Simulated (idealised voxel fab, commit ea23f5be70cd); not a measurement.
voxel quadruple lines: a process module
Square cell edge 5 nm, section width 285 nm, ID cut.
Cross-section = grid of square cells, listed top down in bands; band = one or more rows. Band entry format. Leading values: height of top, height of bottom, nm. Remainder: materials in left-to-right order, each with its width in nm. Special words: "all across" on a single material, which then fills the band edge to edge; "empty", empty space. Height is counted from the level 0, under which the received wafer is composed throughout of one material. The lowest of the bands is not closed at the bottom but continues downward, in the notation "top 0, no bottom". The two numbers in a width such as "30->40" mark its ends across the band: the first belongs to the top row of cells, the second to the bottom row, and from each row to the next the width moves by the same amount. What does "no modifications" mean for a step? It means no cell of the cross-section changed in that step. Closed voids list: empty space of 8 cells or more with no open way to the top, each as width x height at its distance from the left edge, in nm. That trailing text on a step's line, after the settings, is the simulator's own remark on the step. Steps that use a mask can have "overlay nm" on their line. It says how far the mask sat to the right of where it was meant to be. Negative means to the left.

### Steps planned for the process
step 1: RECEIVE: material Si
step 2: CONFORMAL_DEP: material SiO2, thk nm 5
step 3: DIRECTIONAL_DEP: material W, thk nm 10
step 4: DIRECTIONAL_DEP: material polySi, thk nm 20
step 5: DIRECTIONAL_DEP: material aC, thk nm 25
step 6: PATTERN: tone cover, mask id MANDREL, material resist, width nm 20, pitch nm 60, thk nm 35, overlay nm 0
step 7: DIRECTIONAL_ETCH: etch materials aC, depth nm 25
step 8: STRIP: etch materials resist
step 9: CONFORMAL_DEP: material SiO2, thk nm 10
step 10: DIRECTIONAL_ETCH: etch materials SiO2, depth nm 10
step 11: STRIP: etch materials aC
step 12: DIRECTIONAL_ETCH: etch materials polySi, depth nm 20
step 13: STRIP: etch materials SiO2
step 14: CONFORMAL_DEP: material SiCN, thk nm 5
step 15: DIRECTIONAL_ETCH: etch materials SiCN, depth nm 5
step 16: STRIP: etch materials polySi
step 17: DIRECTIONAL_ETCH: etch materials W, depth nm 10
step 18: STRIP: etch materials SiCN

### Cross-section of the wafer upon arrival, representing the state reached after step 1
top 0, no bottom | Si all across
Closed voids list: none

### The following cross-section depicts the wafer upon conclusion of the module. Processing commenced from the starting condition illustrated above and adhered to the plan illustrated above, save for one mistake in execution
top 15, bottom 5 | empty 95 nm, W 5 nm, empty 20 nm, W 5 nm, empty 30 nm, W 5 nm, empty 20 nm, W 5 nm, empty 100 nm
top 5, bottom 0 | SiO2 all across
top 0, no bottom | Si all across
Closed voids list: none
It is concluded that the wafer was processed incorrectly with respect to the plan, in that off-plan run, step 6, actual operation and settings PATTERN: tone open, mask id MANDREL, material resist, width nm 20, pitch nm 60, thk nm 35, overlay nm 0
